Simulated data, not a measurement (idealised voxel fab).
Process module under the name voxel quadruple lines
The width of the displayed cross-section, cut, is 280 nm; its cells are square, with a size of 5 nm.
When this document writes out a cross-section, it uses a grid of square cells and lists it as bands, beginning at the top and moving down, with a band standing for one or more rows of cells. Top height, bottom height, nm. Materials left to right, width each, nm. Single material + "all across" = fills band edge to edge. "air" = empty. Heights from 0 (as-received wafer is one material below). Bottom band endless downward, as "0 and below". You'd read "30..40" like this: the band's top row of cells is as wide as the first number, its bottom row is as wide as the second, and going down, every row changes width by the same amount as the row before did. Where the words "remained the same" appear for a step, the cross-section shows no cell changed by that step; every cell remained as before. Entry "Sealed void list" = empty spaces >= 8 cells with no open way to the top; each as width x height at distance, distance from left edge, all nm. What comes after the settings on a step's line is commentary from the simulator itself on that step. Among the settings permitted on a step's line is "overlay nm"; applied to a step with a mask, it specifies the extent to which the mask lay to the right of its planned position, whereas a negative figure signifies a position to the left.
Process steps - plan
| 1 | RECEIVE: material Si |
| 2 | CONFORMAL_DEP: material SiO2, thk nm 10 |
| 3 | DIRECTIONAL_DEP: material W, thk nm 15 |
| 4 | DIRECTIONAL_DEP: material polySi, thk nm 20 |
| 5 | DIRECTIONAL_DEP: material aC, thk nm 20 |
| 6 | PATTERN: tone cover, mask id MANDREL, material resist, width nm 30, thk nm 25, overlay nm 0 |
| 7 | DIRECTIONAL_ETCH: etch materials aC, depth nm 20 |
| 8 | STRIP: etch materials resist |
| 9 | CONFORMAL_DEP: material SiO2, thk nm 10 |
| 10 | DIRECTIONAL_ETCH: etch materials SiO2, depth nm 10 |
| 11 | STRIP: etch materials aC |
| 12 | DIRECTIONAL_ETCH: etch materials polySi, depth nm 20 |
| 13 | STRIP: etch materials SiO2 |
| 14 | CONFORMAL_DEP: material SiN, thk nm 10 |
| 15 | DIRECTIONAL_ETCH: etch materials SiN, depth nm 10 |
| 16 | STRIP: etch materials polySi |
| 17 | DIRECTIONAL_ETCH: etch materials W, depth nm 15 |
| 18 | STRIP: etch materials SiN |
Here's what the wafer looked like in cross-section when it arrived - that's after step 1
0 and below: Si all across
Sealed void list: none
First wafer at the end, as planned
25 down to 10: 105 air | 10 W | 10 air | 10 W | 10 air | 10 W | 10 air | 10 W | 105 air
10 down to 0: SiO2 all across
0 and below: Si all across
Sealed void list: none
What the second wafer looks like in cross-section once the module is done. Its start and its plan matched the first wafer's exactly; what differed was one mistake in how it was run
40 down to 25: 105 air | 10 W | 10 air | 10 W | 10 air | 10 W | 10 air | 10 W | 105 air
25 down to 10: W all across
10 down to 0: SiO2 all across
0 and below: Si all across
Sealed void list: none
what went wrong: it should be noted that step 3 of the plan was executed twice
FYI, end of process, the second wafer has more or fewer cells of some materials than the first: +168 W
